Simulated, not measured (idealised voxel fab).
process module | voxel spacer lines
cross-section cut | 200 nm wide | cells 5 nm
A cross-section is a grid of square cells, given in bands from the top down. A band is one or more rows of cells.
Each band's line starts with the height of the band's top and of its bottom, in nm. Then come its materials from left to right, each with its width in nm. One material with "throughout" fills the band from edge to edge. "air" is empty space.
Height 0 is the level under which the wafer as received is all one material. The lowest band goes on downwards, as in "0 down".
A width such as "30 to 40" changes by the same amount from each row of cells to the next, from the band's top row to its bottom row.
"no change" after a step means that no cell of the cross-section changed.
closed voids: empty space of 8 cells or more with no open way to the top, each as width x height at its distance from the left edge, in nm
after a step's settings: what the simulator itself notes on the step
overlay nm, on a step with a mask: how far to the right of its planned place the mask lay; to the left if negative
plan
1 op RECEIVE | material Si
2 op CONFORMAL_DEP | material Al2O3 | thk nm 10
3 op DIRECTIONAL_DEP | material TiN | thk nm 15
4 op DIRECTIONAL_DEP | material aC | thk nm 20
5 op PATTERN | tone cover | mask id MANDREL | material resist | width nm 25 | pitch nm 70 | thk nm 25 | overlay nm 0
6 op DIRECTIONAL_ETCH | etch materials aC | depth nm 20
7 op STRIP | etch materials resist
8 op CONFORMAL_DEP | material SiO2 | thk nm 10
9 op DIRECTIONAL_ETCH | etch materials SiO2 | depth nm 10
10 op STRIP | etch materials aC
11 op DIRECTIONAL_ETCH | etch materials TiN | depth nm 15
12 op STRIP | etch materials SiO2
first wafer, as planned
as received, after step 1
  0 down: Si throughout
  closed voids: none
after step 2
  10 to 0: Al2O3 throughout
  below 0: unchanged
after step 3
  25 to 10: TiN throughout
  below 10: unchanged
after step 4
  45 to 25: aC throughout
  below 25: unchanged
after step 5
  70 to 45: air 15 | resist 25 | air 45 | resist 25 | air 45 | resist 25 | air 20
  below 45: unchanged
after step 6
  50 to 45: air 15 | resist 25 | air 45 | resist 25 | air 45 | resist 25 | air 20
  45 to 25: air 15 | aC 25 | air 45 | aC 25 | air 45 | aC 25 | air 20
  below 25: unchanged
after step 7
  45 to 25: air 15 | aC 25 | air 45 | aC 25 | air 45 | aC 25 | air 20
  below 25: unchanged
after step 8
  55 to 45: air 5 | SiO2 45 | air 25 | SiO2 45 | air 25 | SiO2 45 | air 10
  45 to 35: air 5 | SiO2 10 | aC 25 | SiO2 10 | air 25 | SiO2 10 | aC 25 | SiO2 10 | air 25 | SiO2 10 | aC 25 | SiO2 10 | air 10
  35 to 25: SiO2 15 | aC 25 | SiO2 45 | aC 25 | SiO2 45 | aC 25 | SiO2 20
  below 25: unchanged
after step 9
  45 to 25: air 5 | SiO2 10 | aC 25 | SiO2 10 | air 25 | SiO2 10 | aC 25 | SiO2 10 | air 25 | SiO2 10 | aC 25 | SiO2 10 | air 10
  below 25: unchanged
after step 10
  45 to 25: air 5 | SiO2 10 | air 25 | SiO2 10 | air 25 | SiO2 10 | air 25 | SiO2 10 | air 25 | SiO2 10 | air 25 | SiO2 10 | air 10
  below 25: unchanged
after step 11
  45 to 25: air 5 | SiO2 10 | air 25 | SiO2 10 | air 25 | SiO2 10 | air 25 | SiO2 10 | air 25 | SiO2 10 | air 25 | SiO2 10 | air 10
  25 to 10: air 5 | TiN 10 | air 25 | TiN 10 | air 25 | TiN 10 | air 25 | TiN 10 | air 25 | TiN 10 | air 25 | TiN 10 | air 10
  below 10: unchanged
after step 12
  25 to 10: air 5 | TiN 10 | air 25 | TiN 10 | air 25 | TiN 10 | air 25 | TiN 10 | air 25 | TiN 10 | air 25 | TiN 10 | air 10
  below 10: unchanged
second wafer: like start, like plan, one mistake. Through step 10 it matches the first wafer
when step 11 should have ended
  45 to 25: air 5 | SiO2 10 | air 25 | SiO2 10 | air 25 | SiO2 10 | air 25 | SiO2 10 | air 25 | SiO2 10 | air 25 | SiO2 10 | air 10
  25 to 15: air 5 | TiN 10 | air 25 | TiN 10 | air 25 | TiN 10 | air 25 | TiN 10 | air 25 | TiN 10 | air 25 | TiN 10 | air 10
  below 15: unchanged
when step 12 should have ended
  25 to 15: air 5 | TiN 10 | air 25 | TiN 10 | air 25 | TiN 10 | air 25 | TiN 10 | air 25 | TiN 10 | air 25 | TiN 10 | air 10
  below 15: unchanged
what went wrong: step 11 ran as: op DIRECTIONAL_ETCH | etch materials TiN | depth nm 10
at the end the second wafer has, in cells: 28 more of TiN
